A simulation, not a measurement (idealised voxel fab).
voxel capacitor over wiring: a process module
Xsec cut, 165 nm wide, square cell size 5 nm.
Think of the cross-section as a grid of square cells. We describe it in bands, top to bottom, and each band covers one or more rows of those cells. Band: top and bottom heights (nm) first, top before bottom; then materials from left to right, widths in nm. "everywhere" marks a sole material filling the band edge to edge. "air" denotes empty space. The reference from which all heights are counted is 0, the level beneath which the as-received wafer is entirely one material; the lowest band, having no lower bound, proceeds downward and is written after the example "from 0 down". Width "30->40": first value at the band's top row of cells, second value at its bottom row, equal change from row to row. Key: "no change occurred" - step with no changed cell in the cross-section. Basically, "Catalogued sealed voids" tells you about the enclosed voids: empty spaces with no open way to the top, 8 cells or bigger, each written width x height at distance, where distance is from the left edge, all in nm. Heads up: the bit after the settings on a step's line is the simulator's remark on that step. overlay nm: right-of-plan distance of the mask on a masked step; negative values mean left-of-plan.

## List of planned process steps
1,RECEIVE, material Si
2,CONFORMAL_DEP, material SiO2, thk nm 15
3,CONFORMAL_DEP, material SiN, thk nm 5
4,DIRECTIONAL_DEP, material SiO2, thk nm 25
5,PATTERN, tone open, mask id METAL_1, material resist, width nm 20, pitch nm 75, thk nm 20, overlay nm 0
6,DIRECTIONAL_ETCH, etch materials SiO2, depth nm 25
7,DIRECTIONAL_ETCH, etch materials SiN, depth nm 5
8,STRIP, etch materials resist
9,CONFORMAL_DEP, material TiN, thk nm 5
10,FILL_DEP, material Ru, thk nm 5
11,CMP, height nm 45
12,EPI, material Ru, thk nm 5
13,FILL_DEP, material SiCN, thk nm 5
14,DIRECTIONAL_DEP, material SiO2, thk nm 20
15,MASKED_ETCH, tone open, mask id PLUG_1, width nm 15, etch materials SiO2, depth nm 20, overlay nm 0
16,MASKED_ETCH, tone open, mask id PLUG_1, width nm 15, etch materials SiCN, depth nm 5, overlay nm 0
17,EPI, material Ru, thk nm 10
18,EPI, material Ru, thk nm 10
19,EPI, material Ru, thk nm 5
20,DIRECTIONAL_DEP, material TiN, thk nm 5
21,DIRECTIONAL_DEP, material SiN, thk nm 5
22,DIRECTIONAL_DEP, material TiN, thk nm 5
23,DIRECTIONAL_DEP, material aC, thk nm 15
24,PATTERN, tone cover, mask id UPPER_PLATE, material resist, width nm 60, thk nm 30, overlay nm 0
25,DIRECTIONAL_ETCH, etch materials aC, depth nm 15
26,STRIP, etch materials resist
27,DIRECTIONAL_ETCH, etch materials TiN, depth nm 5
28,DIRECTIONAL_ETCH, etch materials SiN, depth nm 5
29,STRIP, etch materials aC
30,MASKED_ETCH, tone cover, mask id LOWER_PLATE, width nm 70, etch materials TiN, depth nm 5, overlay nm 0
31,FILL_DEP, material SiO2, thk nm 20
32,CMP, height nm 105
33,DIRECTIONAL_DEP, material aC, thk nm 15
34,PATTERN, tone open, mask id PLUG_2, material resist, width nm 15, thk nm 35, overlay nm 0
35,DIRECTIONAL_ETCH, etch materials aC, depth nm 15
36,STRIP, etch materials resist
37,DIRECTIONAL_ETCH, etch materials SiO2, depth nm 15
38,STRIP, etch materials aC
39,CONFORMAL_DEP, material TiN, thk nm 5
40,FILL_DEP, material Ru, thk nm 5
41,CMP, height nm 105
42,CONFORMAL_DEP, material SiN, thk nm 5

## as received, after step 1
> from 0 down = Si everywhere
> Catalogued sealed voids: none

## The following cross-section depicts the wafer upon conclusion of the module. Processing commenced from the starting condition illustrated above and adhered to the plan illustrated above, save for one mistake in execution
> from 110 to 105 = SiN everywhere
> from 105 to 95 = SiO2 (50), TiN (5), Ru (5), TiN (5), SiO2 (100)
> from 95 to 85 = SiO2 (50->40), TiN (15->60), SiO2 (100->65)
> from 85 to 80 = SiO2 (40), SiN (60), SiO2 (65)
> from 80 to 75 = SiO2 (35), TiN (70), SiO2 (60)
> from 75 to 55 = SiO2 (40), Ru (20), SiO2 (105)
> from 55 to 50 = SiCN (40), Ru (15), SiCN (110)
> from 50 to 45 = SiCN (30), Ru (30), SiCN (45), Ru (30), SiCN (30)
> from 45 to 20 = SiO2 (35), TiN (5), Ru (10), TiN (5), SiO2 (55), TiN (5), Ru (10), TiN (5), SiO2 (35)
> from 20 to 15 = SiN (35), TiN (20), SiN (55), TiN (20), SiN (35)
> from 15 to 0 = SiO2 everywhere
> from 0 down = Si everywhere
> Catalogued sealed voids: none
Where did the run depart from the plan? step 15 ran with different settings than intended, the actual operation and settings being MASKED_ETCH, tone open, mask id PLUG_1, width nm 20, etch materials SiO2, depth nm 20, overlay nm 0
